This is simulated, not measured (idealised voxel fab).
process module | voxel trench capacitor
cross-section cut | 205 nm wide | cells 5 nm
A cross-section is a grid of square cells, given in bands from the top down. A band is one or more rows of cells.
Each band's line starts with the height of the band's top and of its bottom, in nm. Then come its materials from left to right, each with its width in nm. One material with "throughout" fills the band from edge to edge. "air" is empty space.
Height 0 is the level under which the wafer as received is all one material. The lowest band goes on downwards, as in "0 down".
A width such as "30 to 40" changes by the same amount from each row of cells to the next, from the band's top row to its bottom row.
"no change" after a step means that no cell of the cross-section changed.
closed voids: empty space of 8 cells or more with no open way to the top, each as width x height at its distance from the left edge, in nm
after a step's settings: what the simulator itself notes on the step
overlay nm, on a step with a mask: how far to the right of its planned place the mask lay; to the left if negative
plan
1 op RECEIVE | material Si
2 op CONFORMAL_DEP | material SiN | thk nm 10
3 op PATTERN | tone open | mask id TRENCH | material resist | width nm 20 | pitch nm 50 | thk nm 15 | overlay nm 0
4 op DIRECTIONAL_ETCH | etch materials SiN | depth nm 10
5 op DIRECTIONAL_ETCH | etch materials Si | depth nm 35
6 op STRIP | etch materials resist
7 op CONFORMAL_DEP | material Al2O3 | thk nm 5
8 op FILL_DEP | material polySi | thk nm 10
9 op CMP | height nm 10
as received, after step 1
  0 down: Si throughout
  closed voids: none
a wafer at the end: this start, this plan, one mistake
  10 to 0: SiN 20 | Al2O3 5 | polySi 10 | Al2O3 5 | SiN 30 | Al2O3 5 | polySi 10 | Al2O3 5 | SiN 30 | Al2O3 5 | polySi 10 | Al2O3 5 | SiN 30 | Al2O3 5 | polySi 10 | Al2O3 5 | SiN 15
  0 to -30: Si 20 | Al2O3 5 | polySi 10 | Al2O3 5 | Si 30 | Al2O3 5 | polySi 10 | Al2O3 5 | Si 30 | Al2O3 5 | polySi 10 | Al2O3 5 | Si 30 | Al2O3 5 | polySi 10 | Al2O3 5 | Si 15
  -30 to -35: Si 20 | Al2O3 20 | Si 30 | Al2O3 20 | Si 30 | Al2O3 20 | Si 30 | Al2O3 20 | Si 15
  -35 down: Si throughout
  closed voids: none
what went wrong: step 3 ran as: op PATTERN | tone open | mask id TRENCH | material resist | width nm 20 | pitch nm 50 | thk nm 15 | overlay nm 5
